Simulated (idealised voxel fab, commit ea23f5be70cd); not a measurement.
Process module under the name voxel self aligned vias
The cross-section on display is named cut; it measures 245 nm wide, and its cells are 5 nm squares.
Format of a cross-section: grid, square cells. Given as bands. Order: top down. Band: one or more rows of cells. Heights first: top, then bottom, in nm. Then materials, left to right, each with a width in nm. "full width" on a single material: fills the band edge to edge. "empty": empty space. A quick word on heights: they are counted from 0, and under that level the wafer as it came to us is one material throughout. The lowest band is different from the rest in having no bottom; it simply continues downward, written as in "top 0, no bottom". The width entry "30 to 40" should be interpreted row by row: the top row of cells in the band takes the first number, the bottom row takes the second number, and the change between adjacent rows is uniform throughout. Take "no alteration" at face value: in the step it is given for, the cross-section changed in none of its cells. "closed voids" lists enclosed empty spaces (at least 8 cells, no open path upward to the top), each as width x height at distance from the left edge, in nm. The remark found on a step's line after its settings is issued by the simulator itself and pertains to that step. overlay nm: right-of-plan distance of the mask on a masked step; negative values mean left-of-plan.
-- This section lists the process steps that were planned
1,RECEIVE, material Si
2,CONFORMAL_DEP, material SiO2, thk nm 15
3,CONFORMAL_DEP, material SiCN, thk nm 5
4,DIRECTIONAL_DEP, material lowk, thk nm 20
5,DIRECTIONAL_DEP, material aC, thk nm 10
6,PATTERN, tone open, mask id LINES, material resist, width nm 30, pitch nm 70, thk nm 30, overlay nm 0
7,DIRECTIONAL_ETCH, etch materials aC, depth nm 10
8,STRIP, etch materials resist
9,DIRECTIONAL_ETCH, etch materials lowk, depth nm 20
10,STRIP, etch materials aC
11,CONFORMAL_DEP, material TiN, thk nm 5
12,FILL_DEP, material W, thk nm 10
13,CMP, height nm 40
14,SELECTIVE_ETCH, etch materials W Ru TiN, depth nm 10
15,FILL_DEP, material SiN, thk nm 10
16,CMP, height nm 40
17,DIRECTIONAL_DEP, material lowk, thk nm 20
18,PATTERN, tone open, mask id VIAS, material resist, width nm 40, pitch nm 70, thk nm 15, overlay nm 0
19,DIRECTIONAL_ETCH, etch materials lowk, depth nm 20
20,DIRECTIONAL_ETCH, etch materials SiN, depth nm 10
21,STRIP, etch materials resist
22,CONFORMAL_DEP, material TiN, thk nm 5
23,FILL_DEP, material Ru, thk nm 10
24,CMP, height nm 60
25,CONFORMAL_DEP, material SiCN, thk nm 5
-- Delivered wafer in cross-section: state after step 1
	top 0, no bottom = Si full width
	closed voids: none
-- First of two wafers, end-of-module section, run followed plan
	top 65, bottom 60 = SiCN full width
	top 60, bottom 45 = lowk: 30, then TiN: 5, then Ru: 30, then TiN: 5, then lowk: 30, then TiN: 5, then Ru: 30, then TiN: 5, then lowk: 30, then TiN: 5, then Ru: 30, then TiN: 5, then lowk: 35
	top 45, bottom 35 = lowk: 30 to 35, then TiN: 10 to 5, then Ru: 20, then TiN: 10 to 5, then lowk: 30 to 40, then TiN: 10 to 5, then Ru: 20, then TiN: 10 to 5, then lowk: 30 to 40, then TiN: 10 to 5, then Ru: 20, then TiN: 10 to 5, then lowk: 35 to 40
	top 35, bottom 30 = lowk: 35, then TiN: 30, then lowk: 40, then TiN: 30, then lowk: 40, then TiN: 30, then lowk: 40
	top 30, bottom 25 = lowk: 35, then TiN: 5, then W: 20, then TiN: 5, then lowk: 40, then TiN: 5, then W: 20, then TiN: 5, then lowk: 40, then TiN: 5, then W: 20, then TiN: 5, then lowk: 40
	top 25, bottom 20 = lowk: 35, then TiN: 30, then lowk: 40, then TiN: 30, then lowk: 40, then TiN: 30, then lowk: 40
	top 20, bottom 15 = SiCN full width
	top 15, bottom 0 = SiO2 full width
	top 0, no bottom = Si full width
	closed voids: none
-- Wafer two, sectioned after the module: the first wafer's start, the first wafer's plan, and one mistake in how it was run
	top 65, bottom 60 = SiCN full width
	top 60, bottom 35 = lowk: 30, then TiN: 5, then Ru: 30, then TiN: 5, then lowk: 30, then TiN: 5, then Ru: 30, then TiN: 5, then lowk: 30, then TiN: 5, then Ru: 30, then TiN: 5, then lowk: 35
	top 35, bottom 30 = lowk: 30, then TiN: 40, then lowk: 30, then TiN: 40, then lowk: 30, then TiN: 40, then lowk: 35
	top 30, bottom 25 = lowk: 30, then TiN: 10, then W: 20, then TiN: 10, then lowk: 30, then TiN: 10, then W: 20, then TiN: 10, then lowk: 30, then TiN: 10, then W: 20, then TiN: 10, then lowk: 35
	top 25, bottom 20 = lowk: 30, then TiN: 40, then lowk: 30, then TiN: 40, then lowk: 30, then TiN: 40, then lowk: 35
	top 20, bottom 15 = SiCN full width
	top 15, bottom 0 = SiO2 full width
	top 0, no bottom = Si full width
	closed voids: none
Run error: the plan had its step 19 run twice
Once processing is complete, comparing cell counts shows that the second wafer has more or fewer of certain materials than the first: Ru +12 | TiN +12 | lowk -24
